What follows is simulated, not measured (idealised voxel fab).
Process module name: voxel self aligned vias
Pictured: cross-section cut, 300 nm wide, on a grid of 5 nm square cells.
The cross-sections in this document take the form of a grid made of square cells. They are written out as bands, in order from top to bottom. Each band consists of one or more rows of cells. It is stipulated that each band's entry specify, in nanometres, the height of the top of the band and then that of its bottom, followed by the materials of the band in left-to-right sequence, each together with its width in nanometres. A single material marked by the word "everywhere" is understood to fill the band from edge to edge; the word "blank" is understood to denote empty space. A quick word on heights: they are counted from 0, and under that level the wafer as it came to us is one material throughout. The lowest band is different from the rest in having no bottom; it simply continues downward, written as in "0 nm and below". The two numbers in a width such as "30..40" mark its ends across the band: the first belongs to the top row of cells, the second to the bottom row, and from each row to the next the width moves by the same amount. Step marked "nothing altered"? Then no cell in the cross-section changed in it. Entry "Closed void listing". Content: empty spaces with no open connection to the top, size 8 cells or greater. Each: width x height at distance. Distance: from left edge. Unit: nm. after a step's settings: what the simulator itself notes on the step. Steps that use a mask can have "overlay nm" on their line. It says how far the mask sat to the right of where it was meant to be. Negative means to the left.
## Steps planned for the process
1 RECEIVE [material Si]
2 CONFORMAL_DEP [material SiO2] [thk nm 10]
3 CONFORMAL_DEP [material SiCN] [thk nm 5]
4 DIRECTIONAL_DEP [material lowk] [thk nm 20]
5 DIRECTIONAL_DEP [material aC] [thk nm 10]
6 PATTERN [tone open] [mask id LINES] [material resist] [width nm 20] [pitch nm 70] [thk nm 30] [overlay nm 0]
7 DIRECTIONAL_ETCH [etch materials aC] [depth nm 10]
8 STRIP [etch materials resist]
9 DIRECTIONAL_ETCH [etch materials lowk] [depth nm 20]
10 STRIP [etch materials aC]
11 CONFORMAL_DEP [material TiN] [thk nm 5]
12 FILL_DEP [material W] [thk nm 10]
13 CMP [height nm 35]
14 SELECTIVE_ETCH [etch materials W Ru TiN] [depth nm 5]
15 FILL_DEP [material SiN] [thk nm 5]
16 CMP [height nm 35]
17 DIRECTIONAL_DEP [material lowk] [thk nm 20]
18 PATTERN [tone open] [mask id VIAS] [material resist] [width nm 40] [thk nm 20] [overlay nm 0]
19 DIRECTIONAL_ETCH [etch materials lowk] [depth nm 20]
20 DIRECTIONAL_ETCH [etch materials SiN] [depth nm 5]
21 STRIP [etch materials resist]
22 CONFORMAL_DEP [material TiN] [thk nm 5]
23 FILL_DEP [material W] [thk nm 10]
24 CMP [height nm 55]
25 CONFORMAL_DEP [material SiN] [thk nm 5]
## Cross-section, incoming material, after step 1
    0 nm and below = Si everywhere
    Closed void listing: none
## Cross-section at module end, one run error; start and plan unchanged from above
    60 nm to 55 nm = SiN everywhere
    55 nm to 40 nm = 95 lowk / 5 TiN / 30 W / 5 TiN / 165 lowk
    40 nm to 35 nm = 95 lowk / 40 TiN / 165 lowk
    35 nm to 30 nm = SiCN everywhere
    30 nm to 10 nm = lowk everywhere
    10 nm to 0 nm = SiO2 everywhere
    0 nm and below = Si everywhere
    Closed void listing: none
Error vs. plan: mixed up steps 3 and 4 - ran each in the other's place
